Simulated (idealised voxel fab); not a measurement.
voxel self aligned contacts: a process module
Square cell edge 5 nm, section width 255 nm, ID cut.
Think of the cross-section as a grid of square cells. We describe it in bands, top to bottom, and each band covers one or more rows of those cells.
Heads up on the band format: heights come first, top then bottom, in nm. After that it's the materials left to right, each with its width in nm. A single material flagged "full width" fills the whole band edge to edge, and "air" means there's empty space there.
Height 0 is the level under which the wafer as received is all one material. The lowest band goes on downwards, as in "0 down".
Width: "30->40" (first number = top row, second number = bottom row, same change from row to row of cells).
For the purposes of this document, the phrase "remained the same" attached to a step denotes that no cell within the cross-section was modified by that step.
This entry, "Tabulated closed voids", enumerates those empty regions of no fewer than 8 cells that possess no open connection to the top. Each region is reported in the form width x height at distance, the distance being taken from the left edge, with all three quantities expressed in nm.
On a step's line, text after the settings is the simulator commenting on that step.
Each step line may optionally specify "overlay nm", which for a step with a mask gives the rightward distance between the mask's planned place and where it lay, a negative value indicating the leftward direction.
-- These are the steps we planned for the process
step 1: RECEIVE (material Si)
step 2: CONFORMAL_DEP (material SiO2; thk nm 5)
step 3: DIRECTIONAL_DEP (material polySi; thk nm 25)
step 4: DIRECTIONAL_DEP (material SiN; thk nm 25)
step 5: PATTERN (tone cover; mask id GATE; material resist; width nm 25; pitch nm 60; thk nm 15; overlay nm 0)
step 6: DIRECTIONAL_ETCH (etch materials SiN; depth nm 25)
step 7: DIRECTIONAL_ETCH (etch materials polySi; depth nm 25)
step 8: STRIP (etch materials resist)
step 9: CONFORMAL_DEP (material SiN; thk nm 10)
step 10: DIRECTIONAL_ETCH (etch materials SiN; depth nm 10)
step 11: FILL_DEP (material SiO2; thk nm 15)
step 12: CMP (height nm 60)
step 13: PATTERN (tone open; mask id CONTACT; material resist; width nm 45; thk nm 15; overlay nm 0)
step 14: DIRECTIONAL_ETCH (etch materials SiO2; depth nm 60)
step 15: STRIP (etch materials resist)
step 16: CONFORMAL_DEP (material TiN; thk nm 5)
step 17: FILL_DEP (material Ru; thk nm 5)
step 18: CMP (height nm 60)
step 19: CONFORMAL_DEP (material SiCN; thk nm 5)
-- Wafer as received: cross-section following step 1
* 0 down  Si full width
* Tabulated closed voids: none
-- Final cross-section, module run with one mistake (start and plan as above)
* 65 to 60  SiCN full width
* 60 to 50  SiO2: 105, TiN: 5->20, Ru: 35->5, TiN: 5->20, SiO2: 105
* 50 to 25  SiO2: 75, SiN: 45, TiN: 5, Ru: 5, TiN: 5, SiN: 45, SiO2: 75
* 25 to 5  SiO2: 75, SiN: 10, polySi: 25, SiN: 10, TiN: 5, Ru: 5, TiN: 5, SiN: 10, polySi: 25, SiN: 10, SiO2: 75
* 5 to 0  SiO2: 75, SiN: 10, polySi: 25, SiN: 10, TiN: 15, SiN: 10, polySi: 25, SiN: 10, SiO2: 75
* 0 down  Si full width
* Tabulated closed voids: none
Error vs. plan: it should be noted that step 2 of the plan was omitted and was not performed
